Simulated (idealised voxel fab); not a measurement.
process module | voxel air gaps
cross-section cut | 205 nm wide | cells 5 nm
A cross-section is a grid of square cells, given in bands from the top down. A band is one or more rows of cells.
Each band's line starts with the height of the band's top and of its bottom, in nm. Then come its materials from left to right, each with its width in nm. One material with "throughout" fills the band from edge to edge. "air" is empty space.
Height 0 is the level under which the wafer as received is all one material. The lowest band goes on downwards, as in "0 down".
A width such as "30 to 40" changes by the same amount from each row of cells to the next, from the band's top row to its bottom row.
"no change" after a step means that no cell of the cross-section changed.
closed voids: empty space of 8 cells or more with no open way to the top, each as width x height at its distance from the left edge, in nm
after a step's settings: what the simulator itself notes on the step
overlay nm, on a step with a mask: how far to the right of its planned place the mask lay; to the left if negative
plan
1 op RECEIVE | material Si
2 op CONFORMAL_DEP | material SiO2 | thk nm 10
3 op CONFORMAL_DEP | material SiCN | thk nm 5
4 op DIRECTIONAL_DEP | material SiO2 | thk nm 30
5 op PATTERN | tone open | mask id LINES | material resist | width nm 15 | pitch nm 45 | thk nm 20 | overlay nm 0
6 op DIRECTIONAL_ETCH | etch materials SiO2 | depth nm 30
7 op STRIP | etch materials resist
8 op CONFORMAL_DEP | material TiN | thk nm 5
9 op FILL_DEP | material Cu | thk nm 10
10 op CMP | height nm 45
11 op EPI | material Ru | thk nm 10
12 op SELECTIVE_ETCH | etch materials SiO2 | depth nm 40
13 op CONFORMAL_DEP | material SiCN | thk nm 5
varied across the wafers: width nm of step 5. The plan shows the first wafer's value. All wafers start alike
first wafer as received, after step 1
  0 down: Si throughout
  closed voids: none
each wafer at the end: cells of each material gained (+) or lost (-) since it was received, then its closed voids
width nm 15 | +15 Cu | +42 Ru | +154 SiCN | +82 SiO2 | +39 TiN | closed voids: 20 x 20 at 70; 20 x 20 at 115
width nm 20 | +30 Cu | +48 Ru | +146 SiCN | +82 SiO2 | +42 TiN | closed voids: 15 x 20 at 70; 15 x 20 at 115
width nm 25 | +45 Cu | +54 Ru | +106 SiCN | +130 SiO2 | +45 TiN | closed voids: none
width nm 30 | +60 Cu | +56 Ru | +106 SiCN | +118 SiO2 | +48 TiN | closed voids: none
